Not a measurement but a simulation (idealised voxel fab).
process module | voxel transistor to metal
cross-section cut | 160 nm wide | cells 5 nm
A cross-section is a grid of square cells, given in bands from the top down. A band is one or more rows of cells.
Each band's line starts with the height of the band's top and of its bottom, in nm. Then come its materials from left to right, each with its width in nm. One material with "throughout" fills the band from edge to edge. "air" is empty space.
Height 0 is the level under which the wafer as received is all one material. The lowest band goes on downwards, as in "0 down".
A width such as "30 to 40" changes by the same amount from each row of cells to the next, from the band's top row to its bottom row.
"no change" after a step means that no cell of the cross-section changed.
closed voids: empty space of 8 cells or more with no open way to the top, each as width x height at its distance from the left edge, in nm
after a step's settings: what the simulator itself notes on the step
overlay nm, on a step with a mask: how far to the right of its planned place the mask lay; to the left if negative
Each pair below shows a cross-section before one step and the cross-section after it, down to the lowest band that changed. The line under each pair gives the step between them, with its settings. The pairs can come from different runs of this module on the same starting wafer, so a pair continues from the pair above only where its "before" says so.
before
  0 down: Si throughout
  closed voids: none
after
  5 to 0: SiO2 throughout
  below 0: unchanged
  closed voids: none
the step between: op CONFORMAL_DEP | material SiO2 | thk nm 5
before: the cross-section after the pair above
after
  15 to 5: SiN throughout
  below 5: unchanged
  closed voids: none
the step between: op CONFORMAL_DEP | material SiN | thk nm 10
before: the cross-section after the pair above
after
  15 to 5: air 30 | SiN 100 | air 30
  below 5: unchanged
  closed voids: none
the step between: op MASKED_ETCH | tone cover | mask id ACTIVE | width nm 100 | etch materials SiN | depth nm 10 | overlay nm 0
before: the cross-section after the pair above
after
  15 to 5: air 30 | SiN 100 | air 30
  5 to 0: air 30 | SiO2 100 | air 30
  below 0: unchanged
  closed voids: none
the step between: op MASKED_ETCH | tone cover | mask id ACTIVE | width nm 100 | etch materials SiO2 | depth nm 5 | overlay nm 0
before: the cross-section after the pair above
after
  15 to 5: air 30 | SiN 100 | air 30
  5 to 0: air 30 | SiO2 100 | air 30
  0 to -20: air 30 | Si 100 | air 30
  below -20: unchanged
  closed voids: none
the step between: op MASKED_ETCH | tone cover | mask id ACTIVE | width nm 100 | etch materials Si | depth nm 20 | overlay nm 0
before: the cross-section after the pair above
after
  15 to 5: air 30 | SiN 100 | air 30
  5 to 0: air 30 | SiO2 100 | air 30
  0 to -20: air 30 | SiO2 5 | Si 90 | SiO2 5 | air 30
  -20 to -25: SiO2 35 | Si 90 | SiO2 35
  below -25: unchanged
  closed voids: none
the step between: op OXIDIZE | depth nm 5
before: the cross-section after the pair above
after
  20 to 15: SiO2 throughout
  15 to 5: SiO2 30 | SiN 100 | SiO2 30
  5 to 0: SiO2 throughout
  0 to -25: SiO2 35 | Si 90 | SiO2 35
  below -25: unchanged
  closed voids: none
the step between: op FILL_DEP | material SiO2 | thk nm 5
before: the cross-section after the pair above
after
  15 to 5: SiO2 30 | SiN 100 | SiO2 30
  below 5: unchanged
  closed voids: none
the step between: op CMP | height nm 15
before: the cross-section after the pair above
after
  15 to 5: air 30 | SiN 100 | air 30
  below 5: unchanged
  closed voids: none
the step between: op SELECTIVE_ETCH | etch materials SiO2 | depth nm 10
before: the cross-section after the pair above
after
  5 to 0: SiO2 throughout
  below 0: unchanged
  closed voids: none
the step between: op STRIP | etch materials SiN
before: the cross-section after the pair above
after
  0 to -25: SiO2 35 | Si 90 | SiO2 35
  below -25: unchanged
  closed voids: none
the step between: op SELECTIVE_ETCH | etch materials SiO2 | depth nm 5
before: the cross-section after the pair above
after
  0 to -5: SiO2 throughout
  below -5: unchanged
  closed voids: none
the step between: op OXIDIZE | depth nm 5
before: the cross-section after the pair above
after
  20 to 0: polySi throughout
  below 0: unchanged
  closed voids: none
the step between: op DIRECTIONAL_DEP | material polySi | thk nm 20
before: the cross-section after the pair above
after
  30 to 20: SiCN throughout
  below 20: unchanged
  closed voids: none
the step between: op DIRECTIONAL_DEP | material SiCN | thk nm 10
before: the cross-section after the pair above
after
  45 to 30: aC throughout
  below 30: unchanged
  closed voids: none
the step between: op DIRECTIONAL_DEP | material aC | thk nm 15
before: the cross-section after the pair above
after
  75 to 45: air 65 | resist 30 | air 65
  below 45: unchanged
  closed voids: none
the step between: op PATTERN | tone cover | mask id GATE | material resist | width nm 30 | thk nm 30 | overlay nm 0
before: the cross-section after the pair above
after
  60 to 45: air 65 | resist 30 | air 65
  45 to 30: air 65 | aC 30 | air 65
  below 30: unchanged
  closed voids: none
the step between: op DIRECTIONAL_ETCH | etch materials aC | depth nm 15
before: the cross-section after the pair above
after
  45 to 30: air 65 | aC 30 | air 65
  below 30: unchanged
  closed voids: none
the step between: op STRIP | etch materials resist
before: the cross-section after the pair above
after
  45 to 30: air 65 | aC 30 | air 65
  30 to 20: air 65 | SiCN 30 | air 65
  below 20: unchanged
  closed voids: none
the step between: op DIRECTIONAL_ETCH | etch materials SiCN | depth nm 20
before: the cross-section after the pair above
after
  45 to 30: air 65 | aC 30 | air 65
  30 to 20: air 65 | SiCN 30 | air 65
  20 to 0: air 65 | polySi 30 | air 65
  below 0: unchanged
  closed voids: none
the step between: op DIRECTIONAL_ETCH | etch materials polySi | depth nm 30
before: the cross-section after the pair above
after
  30 to 20: air 65 | SiCN 30 | air 65
  below 20: unchanged
  closed voids: none
the step between: op STRIP | etch materials aC
before: the cross-section after the pair above
after
  35 to 30: air 60 | SiO2 40 | air 60
  30 to 20: air 60 | SiO2 5 | SiCN 30 | SiO2 5 | air 60
  20 to 5: air 60 | SiO2 5 | polySi 30 | SiO2 5 | air 60
  5 to 0: SiO2 65 | polySi 30 | SiO2 65
  below 0: unchanged
  closed voids: none
the step between: op CONFORMAL_DEP | material SiO2 | thk nm 5
before: the cross-section after the pair above
after
  30 to 20: air 60 | SiO2 5 | SiCN 30 | SiO2 5 | air 60
  20 to 0: air 60 | SiO2 5 | polySi 30 | SiO2 5 | air 60
  below 0: unchanged
  closed voids: none
the step between: op DIRECTIONAL_ETCH | etch materials SiO2 | depth nm 5
before: the cross-section after the pair above
after
  40 to 30: air 50 | SiN 60 | air 50
  30 to 20: air 50 | SiN 10 | SiO2 5 | SiCN 30 | SiO2 5 | SiN 10 | air 50
  20 to 10: air 50 | SiN 10 | SiO2 5 | polySi 30 | SiO2 5 | SiN 10 | air 50
  10 to 0: SiN 60 | SiO2 5 | polySi 30 | SiO2 5 | SiN 60
  below 0: unchanged
  closed voids: none
the step between: op CONFORMAL_DEP | material SiN | thk nm 10
before: the cross-section after the pair above
after
  30 to 20: air 50 | SiN 10 | SiO2 5 | SiCN 30 | SiO2 5 | SiN 10 | air 50
  20 to 0: air 50 | SiN 10 | SiO2 5 | polySi 30 | SiO2 5 | SiN 10 | air 50
  below 0: unchanged
  closed voids: none
the step between: op DIRECTIONAL_ETCH | etch materials SiN | depth nm 10
before: the cross-section after the pair above
after
  30 to 25: air 50 | SiN 10 | air 5 | SiCN 30 | air 5 | SiN 10 | air 50
  25 to 20: air 50 | SiN 10 | SiO2 5 | SiCN 30 | SiO2 5 | SiN 10 | air 50
  20 to 0: air 50 | SiN 10 | SiO2 5 | polySi 30 | SiO2 5 | SiN 10 | air 50
  0 to -5: air 50 | SiO2 60 | air 50
  below -5: unchanged
  closed voids: none
the step between: op DIRECTIONAL_ETCH | etch materials SiO2 | depth nm 5
before: the cross-section after the pair above
after
  30 to 25: air 50 | SiN 10 | air 5 | SiCN 30 | air 5 | SiN 10 | air 50
  25 to 20: air 50 | SiN 10 | SiO2 5 | SiCN 30 | SiO2 5 | SiN 10 | air 50
  20 to 0: air 50 | SiN 10 | SiO2 5 | polySi 30 | SiO2 5 | SiN 10 | air 50
  0 to -5: air 50 | SiO2 60 | air 50
  -5 to -20: SiO2 35 | air 15 | Si 60 | air 15 | SiO2 35
  below -20: unchanged
  closed voids: none
the step between: op DIRECTIONAL_ETCH | etch materials Si | depth nm 15
before: the cross-section after the pair above
after
  30 to 25: air 50 | SiN 10 | air 5 | SiCN 30 | air 5 | SiN 10 | air 50
  25 to 20: air 50 | SiN 10 | SiO2 5 | SiCN 30 | SiO2 5 | SiN 10 | air 50
  20 to 15: air 50 | SiN 10 | SiO2 5 | polySi 30 | SiO2 5 | SiN 10 | air 50
  15 to 0: air 30 | SiGe 20 | SiN 10 | SiO2 5 | polySi 30 | SiO2 5 | SiN 10 | SiGe 20 | air 30
  0 to -5: air 30 | SiGe 20 | SiO2 60 | SiGe 20 | air 30
  -5 to -20: SiO2 35 | SiGe 15 | Si 60 | SiGe 15 | SiO2 35
  below -20: unchanged
  closed voids: none
the step between: op EPI | material SiGe | thk nm 20
before: the cross-section after the pair above
after
  35 to 30: SiO2 throughout
  30 to 20: SiO2 50 | SiN 10 | SiO2 5 | SiCN 30 | SiO2 5 | SiN 10 | SiO2 50
  20 to 15: SiO2 50 | SiN 10 | SiO2 5 | polySi 30 | SiO2 5 | SiN 10 | SiO2 50
  15 to 0: SiO2 30 | SiGe 20 | SiN 10 | SiO2 5 | polySi 30 | SiO2 5 | SiN 10 | SiGe 20 | SiO2 30
  0 to -5: SiO2 30 | SiGe 20 | SiO2 60 | SiGe 20 | SiO2 30
  below -5: unchanged
  closed voids: none
the step between: op FILL_DEP | material SiO2 | thk nm 5
before: the cross-section after the pair above
after
  20 to 15: SiO2 50 | SiN 10 | SiO2 5 | polySi 30 | SiO2 5 | SiN 10 | SiO2 50
  below 15: unchanged
  closed voids: none
the step between: op CMP | height nm 20
before: the cross-section after the pair above
after
  20 to 15: SiO2 50 | SiN 10 | SiO2 5 | air 30 | SiO2 5 | SiN 10 | SiO2 50
  15 to 0: SiO2 30 | SiGe 20 | SiN 10 | SiO2 5 | air 30 | SiO2 5 | SiN 10 | SiGe 20 | SiO2 30
  below 0: unchanged
  closed voids: none
the step between: op STRIP | etch materials polySi
before: the cross-section after the pair above
after
  20 to 15: air 50 | SiN 10 | air 40 | SiN 10 | air 50
  15 to 0: SiO2 30 | SiGe 20 | SiN 10 | air 40 | SiN 10 | SiGe 20 | SiO2 30
  0 to -5: SiO2 30 | SiGe 20 | SiO2 10 | air 40 | SiO2 10 | SiGe 20 | SiO2 30
  below -5: unchanged
  closed voids: none
the step between: op SELECTIVE_ETCH | etch materials SiO2 | depth nm 5
before: the cross-section after the pair above
after
  25 to 20: air 45 | HfO2 20 | air 30 | HfO2 20 | air 45
  20 to 15: HfO2 50 | SiN 10 | HfO2 5 | air 30 | HfO2 5 | SiN 10 | HfO2 50
  15 to 0: SiO2 30 | SiGe 20 | SiN 10 | HfO2 5 | air 30 | HfO2 5 | SiN 10 | SiGe 20 | SiO2 30
  0 to -5: SiO2 30 | SiGe 20 | SiO2 10 | HfO2 40 | SiO2 10 | SiGe 20 | SiO2 30
  below -5: unchanged
  closed voids: none
the step between: op CONFORMAL_DEP | material HfO2 | thk nm 5
before: the cross-section after the pair above
after
  30 to 25: air 40 | TiN 30 | air 20 | TiN 30 | air 40
  25 to 20: TiN 45 | HfO2 20 | TiN 5 | air 20 | TiN 5 | HfO2 20 | TiN 45
  20 to 15: HfO2 50 | SiN 10 | HfO2 5 | TiN 5 | air 20 | TiN 5 | HfO2 5 | SiN 10 | HfO2 50
  15 to 5: SiO2 30 | SiGe 20 | SiN 10 | HfO2 5 | TiN 5 | air 20 | TiN 5 | HfO2 5 | SiN 10 | SiGe 20 | SiO2 30
  5 to 0: SiO2 30 | SiGe 20 | SiN 10 | HfO2 5 | TiN 30 | HfO2 5 | SiN 10 | SiGe 20 | SiO2 30
  below 0: unchanged
  closed voids: none
the step between: op CONFORMAL_DEP | material TiN | thk nm 5
before: the cross-section after the pair above
after
  35 to 30: W throughout
  30 to 25: W 40 | TiN 30 | W 20 | TiN 30 | W 40
  25 to 20: TiN 45 | HfO2 20 | TiN 5 | W 20 | TiN 5 | HfO2 20 | TiN 45
  20 to 15: HfO2 50 | SiN 10 | HfO2 5 | TiN 5 | W 20 | TiN 5 | HfO2 5 | SiN 10 | HfO2 50
  15 to 5: SiO2 30 | SiGe 20 | SiN 10 | HfO2 5 | TiN 5 | W 20 | TiN 5 | HfO2 5 | SiN 10 | SiGe 20 | SiO2 30
  below 5: unchanged
  closed voids: none
the step between: op FILL_DEP | material W | thk nm 5
before: the cross-section after the pair above
after
  15 to 5: SiO2 30 | SiGe 20 | SiN 10 | HfO2 5 | TiN 5 | W 20 | TiN 5 | HfO2 5 | SiN 10 | SiGe 20 | SiO2 30
  below 5: unchanged
  closed voids: none
the step between: op CMP | height nm 15
before: the cross-section after the pair above
after
  30 to 15: SiO2 throughout
  below 15: unchanged
  closed voids: none
the step between: op DIRECTIONAL_DEP | material SiO2 | thk nm 15
before: the cross-section after the pair above
after
  30 to 15: SiO2 35 | air 15 | SiO2 60 | air 15 | SiO2 35
  below 15: unchanged
  closed voids: none
the step between: op MASKED_ETCH | tone open | mask id CONTACT | width nm 15 | pitch nm 75 | etch materials SiO2 | depth nm 15 | overlay nm 0
before: the cross-section after the pair above
after
  35 to 30: TiN 40 | air 5 | TiN 70 | air 5 | TiN 40
  30 to 20: SiO2 35 | TiN 5 | air 5 | TiN 5 | SiO2 60 | TiN 5 | air 5 | TiN 5 | SiO2 35
  20 to 15: SiO2 35 | TiN 15 | SiO2 60 | TiN 15 | SiO2 35
  below 15: unchanged
  closed voids: none
the step between: op CONFORMAL_DEP | material TiN | thk nm 5
before: the cross-section after the pair above
after
  45 to 35: Ru throughout
  35 to 30: TiN 40 | Ru 5 | TiN 70 | Ru 5 | TiN 40
  30 to 20: SiO2 35 | TiN 5 | Ru 5 | TiN 5 | SiO2 60 | TiN 5 | Ru 5 | TiN 5 | SiO2 35
  below 20: unchanged
  closed voids: none
the step between: op FILL_DEP | material Ru | thk nm 10
before: the cross-section after the pair above
after
  30 to 20: SiO2 35 | TiN 5 | Ru 5 | TiN 5 | SiO2 60 | TiN 5 | Ru 5 | TiN 5 | SiO2 35
  below 20: unchanged
  closed voids: none
the step between: op CMP | height nm 30
before: the cross-section after the pair above
after
  35 to 30: TiN throughout
  below 30: unchanged
  closed voids: none
the step between: op DIRECTIONAL_DEP | material TiN | thk nm 5
before: the cross-section after the pair above
after
  50 to 35: W throughout
  below 35: unchanged
  closed voids: none
the step between: op DIRECTIONAL_DEP | material W | thk nm 15
before: the cross-section after the pair above
after
  65 to 50: aC throughout
  below 50: unchanged
  closed voids: none
the step between: op DIRECTIONAL_DEP | material aC | thk nm 15
before: the cross-section after the pair above
after
  95 to 65: air 35 | resist 15 | air 60 | resist 15 | air 35
  below 65: unchanged
  closed voids: none
the step between: op PATTERN | tone cover | mask id METAL_1 | material resist | width nm 15 | pitch nm 75 | thk nm 30 | overlay nm 0
before: the cross-section after the pair above
after
  80 to 65: air 35 | resist 15 | air 60 | resist 15 | air 35
  65 to 50: air 35 | aC 15 | air 60 | aC 15 | air 35
  below 50: unchanged
  closed voids: none
the step between: op DIRECTIONAL_ETCH | etch materials aC | depth nm 15
before: the cross-section after the pair above
after
  65 to 50: air 35 | aC 15 | air 60 | aC 15 | air 35
  below 50: unchanged
  closed voids: none
the step between: op STRIP | etch materials resist
before: the cross-section after the pair above
after
  65 to 50: air 35 | aC 15 | air 60 | aC 15 | air 35
  50 to 35: air 35 | W 15 | air 60 | W 15 | air 35
  below 35: unchanged
  closed voids: none
the step between: op DIRECTIONAL_ETCH | etch materials W | depth nm 15
before: the cross-section after the pair above
after
  65 to 50: air 35 | aC 15 | air 60 | aC 15 | air 35
  50 to 35: air 35 | W 15 | air 60 | W 15 | air 35
  35 to 30: air 35 | TiN 15 | air 60 | TiN 15 | air 35
  below 30: unchanged
  closed voids: none
the step between: op DIRECTIONAL_ETCH | etch materials TiN | depth nm 5
before: the cross-section after the pair above
after
  50 to 35: air 35 | W 15 | air 60 | W 15 | air 35
  below 35: unchanged
  closed voids: none
the step between: op STRIP | etch materials aC
before: the cross-section after the pair above
after
  60 to 50: lowk throughout
  50 to 35: lowk 35 | W 15 | lowk 60 | W 15 | lowk 35
  35 to 30: lowk 35 | TiN 15 | lowk 60 | TiN 15 | lowk 35
  below 30: unchanged
  closed voids: none
the step between: op FILL_DEP | material lowk | thk nm 10
before: the cross-section after the pair above
after
  50 to 35: lowk 35 | W 15 | lowk 60 | W 15 | lowk 35
  below 35: unchanged
  closed voids: none
the step between: op CMP | height nm 50
before: the cross-section after the pair above
after
  55 to 50: SiN throughout
  below 50: unchanged
  closed voids: none
the step between: op CONFORMAL_DEP | material SiN | thk nm 5
before
  30 to 20: air 65 | SiCN 30 | air 65
  20 to 0: air 65 | polySi 30 | air 65
  0 to -5: SiO2 throughout
  -5 to -25: SiO2 35 | Si 90 | SiO2 35
  -25 down: Si throughout
  closed voids: none
after
  30 to 20: air 65 | SiCN 30 | air 65
  20 to 0: air 65 | polySi 30 | air 65
  0 to -5: air 65 | SiO2 30 | air 65
  below -5: unchanged
  closed voids: none
the step between: op DIRECTIONAL_ETCH | etch materials SiO2 | depth nm 5
before: the cross-section after the pair above
after
  40 to 30: air 55 | SiN 50 | air 55
  30 to 20: air 55 | SiN 10 | SiCN 30 | SiN 10 | air 55
  20 to 5: air 55 | SiN 10 | polySi 30 | SiN 10 | air 55
  5 to 0: SiN 65 | polySi 30 | SiN 65
  0 to -5: SiN 65 | SiO2 30 | SiN 65
  below -5: unchanged
  closed voids: none
the step between: op CONFORMAL_DEP | material SiN | thk nm 10
before: the cross-section after the pair above
after
  30 to 20: air 55 | SiN 10 | SiCN 30 | SiN 10 | air 55
  20 to 0: air 55 | SiN 10 | polySi 30 | SiN 10 | air 55
  0 to -5: air 55 | SiN 10 | SiO2 30 | SiN 10 | air 55
  below -5: unchanged
  closed voids: none
the step between: op DIRECTIONAL_ETCH | etch materials SiN | depth nm 10
before: the cross-section after the pair above
after
  30 to 20: air 55 | SiN 10 | SiCN 30 | SiN 10 | air 55
  20 to 0: air 55 | SiN 10 | polySi 30 | SiN 10 | air 55
  0 to -5: air 55 | SiN 10 | SiO2 30 | SiN 10 | air 55
  -5 to -10: air 35 | Si 90 | air 35
  below -10: unchanged
  closed voids: none
the step between: op DIRECTIONAL_ETCH | etch materials SiO2 | depth nm 5
before: the cross-section after the pair above
after
  30 to 20: air 55 | SiN 10 | SiCN 30 | SiN 10 | air 55
  20 to 0: air 55 | SiN 10 | polySi 30 | SiN 10 | air 55
  0 to -5: air 55 | SiN 10 | SiO2 30 | SiN 10 | air 55
  -5 to -10: air 55 | Si 50 | air 55
  -10 to -20: SiO2 35 | air 20 | Si 50 | air 20 | SiO2 35
  below -20: unchanged
  closed voids: none
the step between: op DIRECTIONAL_ETCH | etch materials Si | depth nm 15
before: the cross-section after the pair above
after
  30 to 20: air 55 | SiN 10 | SiCN 30 | SiN 10 | air 55
  20 to 15: air 55 | SiN 10 | polySi 30 | SiN 10 | air 55
  15 to 0: air 35 | SiGe 20 | SiN 10 | polySi 30 | SiN 10 | SiGe 20 | air 35
  0 to -5: air 25 | SiGe 30 | SiN 10 | SiO2 30 | SiN 10 | SiGe 30 | air 25
  -5 to -10: air 25 | SiGe 30 | Si 50 | SiGe 30 | air 25
  -10 to -20: SiO2 35 | SiGe 20 | Si 50 | SiGe 20 | SiO2 35
  below -20: unchanged
  closed voids: none
the step between: op EPI | material SiGe | thk nm 20
before: the cross-section after the pair above
after
  35 to 30: SiO2 throughout
  30 to 20: SiO2 55 | SiN 10 | SiCN 30 | SiN 10 | SiO2 55
  20 to 15: SiO2 55 | SiN 10 | polySi 30 | SiN 10 | SiO2 55
  15 to 0: SiO2 35 | SiGe 20 | SiN 10 | polySi 30 | SiN 10 | SiGe 20 | SiO2 35
  0 to -5: SiO2 25 | SiGe 30 | SiN 10 | SiO2 30 | SiN 10 | SiGe 30 | SiO2 25
  -5 to -10: SiO2 25 | SiGe 30 | Si 50 | SiGe 30 | SiO2 25
  below -10: unchanged
  closed voids: none
the step between: op FILL_DEP | material SiO2 | thk nm 5
before: the cross-section after the pair above
after
  20 to 15: SiO2 55 | SiN 10 | polySi 30 | SiN 10 | SiO2 55
  below 15: unchanged
  closed voids: none
the step between: op CMP | height nm 20
before: the cross-section after the pair above
after
  20 to 15: SiO2 55 | SiN 10 | air 30 | SiN 10 | SiO2 55
  15 to 0: SiO2 35 | SiGe 20 | SiN 10 | air 30 | SiN 10 | SiGe 20 | SiO2 35
  below 0: unchanged
  closed voids: none
the step between: op STRIP | etch materials polySi
before: the cross-section after the pair above
after
  20 to 15: air 55 | SiN 10 | air 30 | SiN 10 | air 55
  15 to 0: SiO2 35 | SiGe 20 | SiN 10 | air 30 | SiN 10 | SiGe 20 | SiO2 35
  0 to -5: SiO2 25 | SiGe 30 | SiN 10 | air 30 | SiN 10 | SiGe 30 | SiO2 25
  below -5: unchanged
  closed voids: none
the step between: op SELECTIVE_ETCH | etch materials SiO2 | depth nm 5
before: the cross-section after the pair above
after
  25 to 20: air 50 | HfO2 20 | air 20 | HfO2 20 | air 50
  20 to 15: HfO2 55 | SiN 10 | HfO2 5 | air 20 | HfO2 5 | SiN 10 | HfO2 55
  15 to 0: SiO2 35 | SiGe 20 | SiN 10 | HfO2 5 | air 20 | HfO2 5 | SiN 10 | SiGe 20 | SiO2 35
  0 to -5: SiO2 25 | SiGe 30 | SiN 10 | HfO2 30 | SiN 10 | SiGe 30 | SiO2 25
  below -5: unchanged
  closed voids: none
the step between: op CONFORMAL_DEP | material HfO2 | thk nm 5
before: the cross-section after the pair above
after
  30 to 25: air 45 | TiN 30 | air 10 | TiN 30 | air 45
  25 to 20: TiN 50 | HfO2 20 | TiN 5 | air 10 | TiN 5 | HfO2 20 | TiN 50
  20 to 15: HfO2 55 | SiN 10 | HfO2 5 | TiN 5 | air 10 | TiN 5 | HfO2 5 | SiN 10 | HfO2 55
  15 to 5: SiO2 35 | SiGe 20 | SiN 10 | HfO2 5 | TiN 5 | air 10 | TiN 5 | HfO2 5 | SiN 10 | SiGe 20 | SiO2 35
  5 to 0: SiO2 35 | SiGe 20 | SiN 10 | HfO2 5 | TiN 20 | HfO2 5 | SiN 10 | SiGe 20 | SiO2 35
  below 0: unchanged
  closed voids: none
the step between: op CONFORMAL_DEP | material TiN | thk nm 5
before: the cross-section after the pair above
after
  35 to 30: W throughout
  30 to 25: W 45 | TiN 30 | W 10 | TiN 30 | W 45
  25 to 20: TiN 50 | HfO2 20 | TiN 5 | W 10 | TiN 5 | HfO2 20 | TiN 50
  20 to 15: HfO2 55 | SiN 10 | HfO2 5 | TiN 5 | W 10 | TiN 5 | HfO2 5 | SiN 10 | HfO2 55
  15 to 5: SiO2 35 | SiGe 20 | SiN 10 | HfO2 5 | TiN 5 | W 10 | TiN 5 | HfO2 5 | SiN 10 | SiGe 20 | SiO2 35
  below 5: unchanged
  closed voids: none
the step between: op FILL_DEP | material W | thk nm 5
before: the cross-section after the pair above
after
  15 to 5: SiO2 35 | SiGe 20 | SiN 10 | HfO2 5 | TiN 5 | W 10 | TiN 5 | HfO2 5 | SiN 10 | SiGe 20 | SiO2 35
  below 5: unchanged
  closed voids: none
the step between: op CMP | height nm 15
before: the cross-section after the pair above
after
  30 to 15: SiO2 throughout
  below 15: unchanged
  closed voids: none
the step between: op DIRECTIONAL_DEP | material SiO2 | thk nm 15
before: the cross-section after the pair above
after
  30 to 15: SiO2 35 | air 15 | SiO2 60 | air 15 | SiO2 35
  below 15: unchanged
  closed voids: none
the step between: op MASKED_ETCH | tone open | mask id CONTACT | width nm 15 | pitch nm 75 | etch materials SiO2 | depth nm 15 | overlay nm 0
before: the cross-section after the pair above
after
  35 to 30: TiN 40 | air 5 | TiN 70 | air 5 | TiN 40
  30 to 20: SiO2 35 | TiN 5 | air 5 | TiN 5 | SiO2 60 | TiN 5 | air 5 | TiN 5 | SiO2 35
  20 to 15: SiO2 35 | TiN 15 | SiO2 60 | TiN 15 | SiO2 35
  below 15: unchanged
  closed voids: none
the step between: op CONFORMAL_DEP | material TiN | thk nm 5
before: the cross-section after the pair above
after
  45 to 35: Ru throughout
  35 to 30: TiN 40 | Ru 5 | TiN 70 | Ru 5 | TiN 40
  30 to 20: SiO2 35 | TiN 5 | Ru 5 | TiN 5 | SiO2 60 | TiN 5 | Ru 5 | TiN 5 | SiO2 35
  below 20: unchanged
  closed voids: none
the step between: op FILL_DEP | material Ru | thk nm 10
before: the cross-section after the pair above
after
  30 to 20: SiO2 35 | TiN 5 | Ru 5 | TiN 5 | SiO2 60 | TiN 5 | Ru 5 | TiN 5 | SiO2 35
  below 20: unchanged
  closed voids: none
the step between: op CMP | height nm 30
before: the cross-section after the pair above
after
  35 to 30: TiN throughout
  below 30: unchanged
  closed voids: none
the step between: op DIRECTIONAL_DEP | material TiN | thk nm 5
before: the cross-section after the pair above
after
  50 to 35: W throughout
  below 35: unchanged
  closed voids: none
the step between: op DIRECTIONAL_DEP | material W | thk nm 15
before: the cross-section after the pair above
after
  65 to 50: aC throughout
  below 50: unchanged
  closed voids: none
the step between: op DIRECTIONAL_DEP | material aC | thk nm 15
before: the cross-section after the pair above
after
  95 to 65: air 35 | resist 15 | air 60 | resist 15 | air 35
  below 65: unchanged
  closed voids: none
the step between: op PATTERN | tone cover | mask id METAL_1 | material resist | width nm 15 | pitch nm 75 | thk nm 30 | overlay nm 0
before: the cross-section after the pair above
after
  80 to 65: air 35 | resist 15 | air 60 | resist 15 | air 35
  65 to 50: air 35 | aC 15 | air 60 | aC 15 | air 35
  below 50: unchanged
  closed voids: none
the step between: op DIRECTIONAL_ETCH | etch materials aC | depth nm 15
before: the cross-section after the pair above
after
  65 to 50: air 35 | aC 15 | air 60 | aC 15 | air 35
  below 50: unchanged
  closed voids: none
the step between: op STRIP | etch materials resist
before: the cross-section after the pair above
after
  65 to 50: air 35 | aC 15 | air 60 | aC 15 | air 35
  50 to 35: air 35 | W 15 | air 60 | W 15 | air 35
  below 35: unchanged
  closed voids: none
the step between: op DIRECTIONAL_ETCH | etch materials W | depth nm 15
before: the cross-section after the pair above
after
  65 to 50: air 35 | aC 15 | air 60 | aC 15 | air 35
  50 to 35: air 35 | W 15 | air 60 | W 15 | air 35
  35 to 30: air 35 | TiN 15 | air 60 | TiN 15 | air 35
  below 30: unchanged
  closed voids: none
the step between: op DIRECTIONAL_ETCH | etch materials TiN | depth nm 5
before: the cross-section after the pair above
after
  50 to 35: air 35 | W 15 | air 60 | W 15 | air 35
  below 35: unchanged
  closed voids: none
the step between: op STRIP | etch materials aC
before: the cross-section after the pair above
after
  60 to 50: lowk throughout
  50 to 35: lowk 35 | W 15 | lowk 60 | W 15 | lowk 35
  35 to 30: lowk 35 | TiN 15 | lowk 60 | TiN 15 | lowk 35
  below 30: unchanged
  closed voids: none
the step between: op FILL_DEP | material lowk | thk nm 10
before: the cross-section after the pair above
after
  50 to 35: lowk 35 | W 15 | lowk 60 | W 15 | lowk 35
  below 35: unchanged
  closed voids: none
the step between: op CMP | height nm 50
before: the cross-section after the pair above
after
  55 to 50: SiN throughout
  below 50: unchanged
  closed voids: none
the step between: op CONFORMAL_DEP | material SiN | thk nm 5
before
  15 to 5: air 30 | SiN 100 | air 30
  5 to 0: air 30 | SiO2 100 | air 30
  0 to -20: air 30 | Si 100 | air 30
  -20 down: Si throughout
  closed voids: none
after
  15 to 5: air 30 | SiN 100 | air 30
  5 to 0: air 30 | SiO2 100 | air 30
  0 to -40: air 30 | Si 100 | air 30
  below -40: unchanged
  closed voids: none
the step between: op MASKED_ETCH | tone cover | mask id ACTIVE | width nm 100 | etch materials Si | depth nm 20 | overlay nm 0
before: the cross-section after the pair above
after
  15 to 5: air 30 | SiN 100 | air 30
  5 to 0: air 30 | SiO2 100 | air 30
  0 to -40: air 30 | SiO2 5 | Si 90 | SiO2 5 | air 30
  -40 to -45: SiO2 35 | Si 90 | SiO2 35
  below -45: unchanged
  closed voids: none
the step between: op OXIDIZE | depth nm 5
before: the cross-section after the pair above
after
  20 to 15: SiO2 throughout
  15 to 5: SiO2 30 | SiN 100 | SiO2 30
  5 to 0: SiO2 throughout
  0 to -45: SiO2 35 | Si 90 | SiO2 35
  below -45: unchanged
  closed voids: none
the step between: op FILL_DEP | material SiO2 | thk nm 5
before: the cross-section after the pair above
after
  15 to 5: SiO2 30 | SiN 100 | SiO2 30
  below 5: unchanged
  closed voids: none
the step between: op CMP | height nm 15
before: the cross-section after the pair above
after
  15 to 5: air 30 | SiN 100 | air 30
  below 5: unchanged
  closed voids: none
the step between: op SELECTIVE_ETCH | etch materials SiO2 | depth nm 10
before: the cross-section after the pair above
after
  5 to 0: SiO2 throughout
  below 0: unchanged
  closed voids: none
the step between: op STRIP | etch materials SiN
before: the cross-section after the pair above
after
  0 to -45: SiO2 35 | Si 90 | SiO2 35
  below -45: unchanged
  closed voids: none
the step between: op SELECTIVE_ETCH | etch materials SiO2 | depth nm 5
before: the cross-section after the pair above
after
  0 to -5: SiO2 throughout
  below -5: unchanged
  closed voids: none
the step between: op OXIDIZE | depth nm 5
before: the cross-section after the pair above
after
  20 to 0: polySi throughout
  below 0: unchanged
  closed voids: none
the step between: op DIRECTIONAL_DEP | material polySi | thk nm 20
before: the cross-section after the pair above
after
  30 to 20: SiCN throughout
  below 20: unchanged
  closed voids: none
the step between: op DIRECTIONAL_DEP | material SiCN | thk nm 10
before: the cross-section after the pair above
after
  45 to 30: aC throughout
  below 30: unchanged
  closed voids: none
the step between: op DIRECTIONAL_DEP | material aC | thk nm 15
before: the cross-section after the pair above
after
  75 to 45: air 65 | resist 30 | air 65
  below 45: unchanged
  closed voids: none
the step between: op PATTERN | tone cover | mask id GATE | material resist | width nm 30 | thk nm 30 | overlay nm 0
before: the cross-section after the pair above
after
  60 to 45: air 65 | resist 30 | air 65
  45 to 30: air 65 | aC 30 | air 65
  below 30: unchanged
  closed voids: none
the step between: op DIRECTIONAL_ETCH | etch materials aC | depth nm 15
before: the cross-section after the pair above
after
  45 to 30: air 65 | aC 30 | air 65
  below 30: unchanged
  closed voids: none
the step between: op STRIP | etch materials resist
before: the cross-section after the pair above
after
  45 to 30: air 65 | aC 30 | air 65
  30 to 20: air 65 | SiCN 30 | air 65
  below 20: unchanged
  closed voids: none
the step between: op DIRECTIONAL_ETCH | etch materials SiCN | depth nm 20
before: the cross-section after the pair above
after
  45 to 30: air 65 | aC 30 | air 65
  30 to 20: air 65 | SiCN 30 | air 65
  20 to 0: air 65 | polySi 30 | air 65
  below 0: unchanged
  closed voids: none
the step between: op DIRECTIONAL_ETCH | etch materials polySi | depth nm 30
